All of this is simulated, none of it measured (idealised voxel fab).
process module | voxel quadruple lines
cross-section cut | 245 nm wide | cells 5 nm
A cross-section is a grid of square cells, given in bands from the top down. A band is one or more rows of cells.
Each band's line starts with the height of the band's top and of its bottom, in nm. Then come its materials from left to right, each with its width in nm. One material with "throughout" fills the band from edge to edge. "air" is empty space.
Height 0 is the level under which the wafer as received is all one material. The lowest band goes on downwards, as in "0 down".
A width such as "30 to 40" changes by the same amount from each row of cells to the next, from the band's top row to its bottom row.
"no change" after a step means that no cell of the cross-section changed.
closed voids: empty space of 8 cells or more with no open way to the top, each as width x height at its distance from the left edge, in nm
after a step's settings: what the simulator itself notes on the step
overlay nm, on a step with a mask: how far to the right of its planned place the mask lay; to the left if negative
plan
1 op RECEIVE | material Si
2 op CONFORMAL_DEP | material Al2O3 | thk nm 5
3 op DIRECTIONAL_DEP | material W | thk nm 10
4 op DIRECTIONAL_DEP | material polySi | thk nm 20
5 op DIRECTIONAL_DEP | material aC | thk nm 20
6 op PATTERN | tone cover | mask id MANDREL | material resist | width nm 35 | pitch nm 100 | thk nm 25 | overlay nm 0
7 op DIRECTIONAL_ETCH | etch materials aC | depth nm 20
8 op STRIP | etch materials resist
9 op CONFORMAL_DEP | material SiO2 | thk nm 15
10 op DIRECTIONAL_ETCH | etch materials SiO2 | depth nm 15
11 op STRIP | etch materials aC
12 op DIRECTIONAL_ETCH | etch materials polySi | depth nm 20
13 op STRIP | etch materials SiO2
14 op CONFORMAL_DEP | material SiN | thk nm 10
15 op DIRECTIONAL_ETCH | etch materials SiN | depth nm 10
16 op STRIP | etch materials polySi
17 op DIRECTIONAL_ETCH | etch materials W | depth nm 10
18 op STRIP | etch materials SiN
as received, after step 1
  0 down: Si throughout
  closed voids: none
first wafer at the end, as planned
  15 to 5: air 30 | W 10 | air 15 | W 10 | air 15 | W 10 | air 15 | W 10 | air 15 | W 10 | air 15 | W 10 | air 15 | W 10 | air 15 | W 10 | air 30
  5 to 0: Al2O3 throughout
  0 down: Si throughout
  closed voids: none
second wafer at the end: like start, like plan, one mistake
  15 to 5: air 45 | W 10 | air 15 | W 5 | air 15 | W 10 | air 45 | W 10 | air 15 | W 5 | air 15 | W 10 | air 45
  5 to 0: Al2O3 throughout
  0 down: Si throughout
  closed voids: none
what went wrong: step 6 ran as: op PATTERN | tone open | mask id MANDREL | material resist | width nm 35 | pitch nm 100 | thk nm 25 | overlay nm 0
at the end the second wafer has, in cells: 12 fewer of W
